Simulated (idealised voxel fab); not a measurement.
Presented below is a process module, voxel fin reveal.
275 nm wide, 5 nm square cells: that's cross-section cut.
A cross-section is a grid of square cells, given in bands from the top down. A band is one or more rows of cells.
Look at the band entry: it leads with the top's height and the bottom's height in nm. Then it lists the materials left to right, with a width in nm for each. The word "edge to edge" on a single material says that material fills the band edge to edge. The word "empty" is empty space.
The reference from which all heights are counted is 0, the level beneath which the as-received wafer is entirely one material; the lowest band, having no lower bound, proceeds downward and is written after the example "0 and below".
When a width is written as two numbers, as in "30..40", the first number is the width in the top row of cells of the band and the second is the width in its bottom row, and the width changes by the same amount from each row to the next.
No cell of the cross-section changed in a step that is given as "no modifications".
"Closed void register": empty spaces of 8 cells or more with no open way to the top, each given as width x height at distance, distance from the left edge, all in nm.
On a step's line, text after the settings is the simulator commenting on that step.
Steps that use a mask can have "overlay nm" on their line. It says how far the mask sat to the right of where it was meant to be. Negative means to the left.
Process steps foreseen in the plan
| 1 | RECEIVE, material Si |
| 2 | CONFORMAL_DEP, material SiN, thk nm 5 |
| 3 | PATTERN, tone cover, mask id FINS, material resist, width nm 15, pitch nm 35, thk nm 20, overlay nm 0 |
| 4 | DIRECTIONAL_ETCH, etch materials SiN, depth nm 5 |
| 5 | DIRECTIONAL_ETCH, etch materials Si, depth nm 40 |
| 6 | STRIP, etch materials resist |
| 7 | OXIDIZE, depth nm 5 |
| 8 | FILL_DEP, material SiO2, thk nm 15 |
| 9 | CMP, height nm 5 |
| 10 | SELECTIVE_ETCH, etch materials SiO2, depth nm 35 |
| 11 | STRIP, etch materials SiN |
First wafer of two (run as planned)
Cross-section of the wafer upon arrival, representing the state reached after step 1
* 0 and below  Si edge to edge
* Closed void register: none
The wafer in cross-section once step 2 is complete
* 5 down to 0  SiN edge to edge
* Nothing below the height 0 has changed.
The wafer in cross-section once step 3 is complete
* 25 down to 5  empty 110 nm, then resist 15 nm, then empty 20 nm, then resist 15 nm, then empty 115 nm
* Nothing below the height 5 has changed.
The wafer in cross-section once step 4 is complete
* 25 down to 5  empty 110 nm, then resist 15 nm, then empty 20 nm, then resist 15 nm, then empty 115 nm
* 5 down to 0  empty 110 nm, then SiN 15 nm, then empty 20 nm, then SiN 15 nm, then empty 115 nm
* Nothing below the height 0 has changed.
The wafer in cross-section once step 5 is complete
* 25 down to 5  empty 110 nm, then resist 15 nm, then empty 20 nm, then resist 15 nm, then empty 115 nm
* 5 down to 0  empty 110 nm, then SiN 15 nm, then empty 20 nm, then SiN 15 nm, then empty 115 nm
* 0 down to -40  empty 110 nm, then Si 15 nm, then empty 20 nm, then Si 15 nm, then empty 115 nm
* Nothing below the height -40 has changed.
The wafer in cross-section once step 6 is complete
* 5 down to 0  empty 110 nm, then SiN 15 nm, then empty 20 nm, then SiN 15 nm, then empty 115 nm
* Nothing below the height 0 has changed.
The wafer in cross-section once step 7 is complete
* 5 down to 0  empty 110 nm, then SiN 15 nm, then empty 20 nm, then SiN 15 nm, then empty 115 nm
* 0 down to -40  empty 110 nm, then SiO2 5 nm, then Si 5 nm, then SiO2 5 nm, then empty 20 nm, then SiO2 5 nm, then Si 5 nm, then SiO2 5 nm, then empty 115 nm
* -40 down to -45  SiO2 115 nm, then Si 5 nm, then SiO2 30 nm, then Si 5 nm, then SiO2 120 nm
* Nothing below the height -45 has changed.
The wafer in cross-section once step 8 is complete
* 20 down to 5  SiO2 edge to edge
* 5 down to 0  SiO2 110 nm, then SiN 15 nm, then SiO2 20 nm, then SiN 15 nm, then SiO2 115 nm
* 0 down to -45  SiO2 115 nm, then Si 5 nm, then SiO2 30 nm, then Si 5 nm, then SiO2 120 nm
* Nothing below the height -45 has changed.
The wafer in cross-section once step 9 is complete
* 5 down to 0  SiO2 110 nm, then SiN 15 nm, then SiO2 20 nm, then SiN 15 nm, then SiO2 115 nm
* Nothing below the height 0 has changed.
The wafer in cross-section once step 10 is complete
* 5 down to 0  empty 110 nm, then SiN 15 nm, then empty 20 nm, then SiN 15 nm, then empty 115 nm
* 0 down to -30  empty 115 nm, then Si 5 nm, then empty 30 nm, then Si 5 nm, then empty 120 nm
* Nothing below the height -30 has changed.
The wafer in cross-section once step 11 is complete
* 0 down to -30  empty 115 nm, then Si 5 nm, then empty 30 nm, then Si 5 nm, then empty 120 nm
* Nothing below the height -30 has changed.
For the second wafer, take the first wafer's start and plan, then add one mistake made in running it; everything through step 2, that step included, is shared with the first
Cross-sectional view of the second wafer at the intended end time of process step 3
* 25 down to 5  empty 110 nm, then resist 20 nm, then empty 15 nm, then resist 20 nm, then empty 110 nm
* Nothing below the height 5 has changed.
Cross-sectional view of the second wafer at the intended end time of process step 4
* 25 down to 5  empty 110 nm, then resist 20 nm, then empty 15 nm, then resist 20 nm, then empty 110 nm
* 5 down to 0  empty 110 nm, then SiN 20 nm, then empty 15 nm, then SiN 20 nm, then empty 110 nm
* Nothing below the height 0 has changed.
Cross-sectional view of the second wafer at the intended end time of process step 5
* 25 down to 5  empty 110 nm, then resist 20 nm, then empty 15 nm, then resist 20 nm, then empty 110 nm
* 5 down to 0  empty 110 nm, then SiN 20 nm, then empty 15 nm, then SiN 20 nm, then empty 110 nm
* 0 down to -40  empty 110 nm, then Si 20 nm, then empty 15 nm, then Si 20 nm, then empty 110 nm
* Nothing below the height -40 has changed.
Cross-sectional view of the second wafer at the intended end time of process step 6
* 5 down to 0  empty 110 nm, then SiN 20 nm, then empty 15 nm, then SiN 20 nm, then empty 110 nm
* Nothing below the height 0 has changed.
Cross-sectional view of the second wafer at the intended end time of process step 7
* 5 down to 0  empty 110 nm, then SiN 20 nm, then empty 15 nm, then SiN 20 nm, then empty 110 nm
* 0 down to -40  empty 110 nm, then SiO2 5 nm, then Si 10 nm, then SiO2 5 nm, then empty 15 nm, then SiO2 5 nm, then Si 10 nm, then SiO2 5 nm, then empty 110 nm
* -40 down to -45  SiO2 115 nm, then Si 10 nm, then SiO2 25 nm, then Si 10 nm, then SiO2 115 nm
* Nothing below the height -45 has changed.
Cross-sectional view of the second wafer at the intended end time of process step 8
* 20 down to 5  SiO2 edge to edge
* 5 down to 0  SiO2 110 nm, then SiN 20 nm, then SiO2 15 nm, then SiN 20 nm, then SiO2 110 nm
* 0 down to -45  SiO2 115 nm, then Si 10 nm, then SiO2 25 nm, then Si 10 nm, then SiO2 115 nm
* Nothing below the height -45 has changed.
Cross-sectional view of the second wafer at the intended end time of process step 9
* 5 down to 0  SiO2 110 nm, then SiN 20 nm, then SiO2 15 nm, then SiN 20 nm, then SiO2 110 nm
* Nothing below the height 0 has changed.
Cross-sectional view of the second wafer at the intended end time of process step 10
* 5 down to 0  empty 110 nm, then SiN 20 nm, then empty 15 nm, then SiN 20 nm, then empty 110 nm
* 0 down to -30  empty 115 nm, then Si 10 nm, then empty 25 nm, then Si 10 nm, then empty 115 nm
* Nothing below the height -30 has changed.
Cross-sectional view of the second wafer at the intended end time of process step 11
* 0 down to -30  empty 115 nm, then Si 10 nm, then empty 25 nm, then Si 10 nm, then empty 115 nm
* Nothing below the height -30 has changed.
Error vs. plan: note that step 3 departed from the planned setting and was carried out as PATTERN, tone cover, mask id FINS, material resist, width nm 20, pitch nm 35, thk nm 20, overlay nm 0
End check, counted in cells, second wafer has more or fewer of these materials than the first: +18 Si, -6 SiO2
